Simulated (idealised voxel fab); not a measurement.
Process module heading - voxel local oxidation
We display cut, a cross-section 255 nm in width whose square cells are each 5 nm.
If you're reading a cross-section in this doc, picture square cells in a grid; it comes to you as bands, top ones listed first down to the bottom, and a band can be one or more rows of cells. Heads up on the band format: heights come first, top then bottom, in nm. After that it's the materials left to right, each with its width in nm. A single material flagged "everywhere" fills the whole band edge to edge, and "blank" means there's empty space there. Height reference: 0 = level under which incoming wafer is all one material. Lowest band: no bottom, runs on downward, e.g. "z 0 and below". Width spec "30->40" -> top row of cells at first value, bottom row at second value, equal per-row change in between. A step reported as "identical to before" is a step in which no cell of the cross-section changed. "Tabulated closed voids": sealed empty spaces, 8 cells or more, no open way to top, listed width x height at distance, with distance from the left edge and width, height and distance in nm. Step line, after settings: the simulator's comment on this step. You can add "overlay nm" to a step's line. For a step with a mask, it describes how far the mask lay to the right of its planned position, and a negative number describes a lay to the left.
Set out below are the planned steps of the process
- 1: op RECEIVE | material Si
- 2: op CONFORMAL_DEP | material SiO2 | thk nm 5
- 3: op CONFORMAL_DEP | material SiN | thk nm 15
- 4: op PATTERN | tone cover | mask id ACTIVE | material resist | width nm 105 | thk nm 15 | overlay nm 0
- 5: op DIRECTIONAL_ETCH | etch materials SiN | depth nm 15
- 6: op STRIP | etch materials resist
- 7: op SELECTIVE_ETCH | etch materials SiO2 | depth nm 5
- 8: op OXIDIZE | depth nm 10
- 9: op STRIP | etch materials SiN
First of two wafers - as planned
Cross-section of the wafer as it came to us, i.e., already through step 1
z 0 and below: Si everywhere
Tabulated closed voids: none
Cross-section of the wafer subsequent to step 2
z 5 to 0: SiO2 everywhere
Whatever lies below 0 is exactly as it was before.
Cross-section of the wafer subsequent to step 3
z 20 to 5: SiN everywhere
Whatever lies below 5 is exactly as it was before.
Cross-section of the wafer subsequent to step 4
z 35 to 20: 75 of blank | 105 of resist | 75 of blank
Whatever lies below 20 is exactly as it was before.
Cross-section of the wafer subsequent to step 5
z 35 to 20: 75 of blank | 105 of resist | 75 of blank
z 20 to 5: 75 of blank | 105 of SiN | 75 of blank
Whatever lies below 5 is exactly as it was before.
Cross-section of the wafer subsequent to step 6
z 20 to 5: 75 of blank | 105 of SiN | 75 of blank
Whatever lies below 5 is exactly as it was before.
Cross-section of the wafer subsequent to step 7
z 20 to 5: 75 of blank | 105 of SiN | 75 of blank
z 5 to 0: 80 of blank | 95 of SiO2 | 80 of blank
Whatever lies below 0 is exactly as it was before.
Cross-section of the wafer subsequent to step 8
z 20 to 5: 75 of blank | 105 of SiN | 75 of blank
z 5 to 0: 80 of blank | 95 of SiO2 | 80 of blank
z 0 to -10: 90 of SiO2 | 75 of Si | 90 of SiO2
Whatever lies below -10 is exactly as it was before.
Cross-section of the wafer subsequent to step 9
z 5 to 0: 80 of blank | 95 of SiO2 | 80 of blank
Whatever lies below 0 is exactly as it was before.
Wafer two. Identical start, identical plan. One mistake in execution. Identical history through step 5
Cross-section of the second wafer at the time step 6 of the plan should have ended
z 35 to 20: 75 of blank | 105 of resist | 75 of blank
z 20 to 5: 75 of blank | 105 of SiN | 75 of blank
z 5 to 0: 80 of blank | 95 of SiO2 | 80 of blank
Whatever lies below 0 is exactly as it was before.
Cross-section of the second wafer at the time step 7 of the plan should have ended
z 20 to 5: 75 of blank | 105 of SiN | 75 of blank
Whatever lies below 5 is exactly as it was before.
Cross-section of the second wafer at the time step 8 of the plan should have ended
z 20 to 5: 75 of blank | 105 of SiN | 75 of blank
z 5 to 0: 80 of blank | 95 of SiO2 | 80 of blank
z 0 to -10: 90 of SiO2 | 75 of Si | 90 of SiO2
Whatever lies below -10 is exactly as it was before.
Cross-section of the second wafer at the time step 9 of the plan should have ended
z 5 to 0: 80 of blank | 95 of SiO2 | 80 of blank
Whatever lies below 0 is exactly as it was before.
So what did we get wrong on this run? the run placed steps 6 and 7 each in the position the plan gave to the other
at the end the two cross-sections are the same: no effect in what this model computes
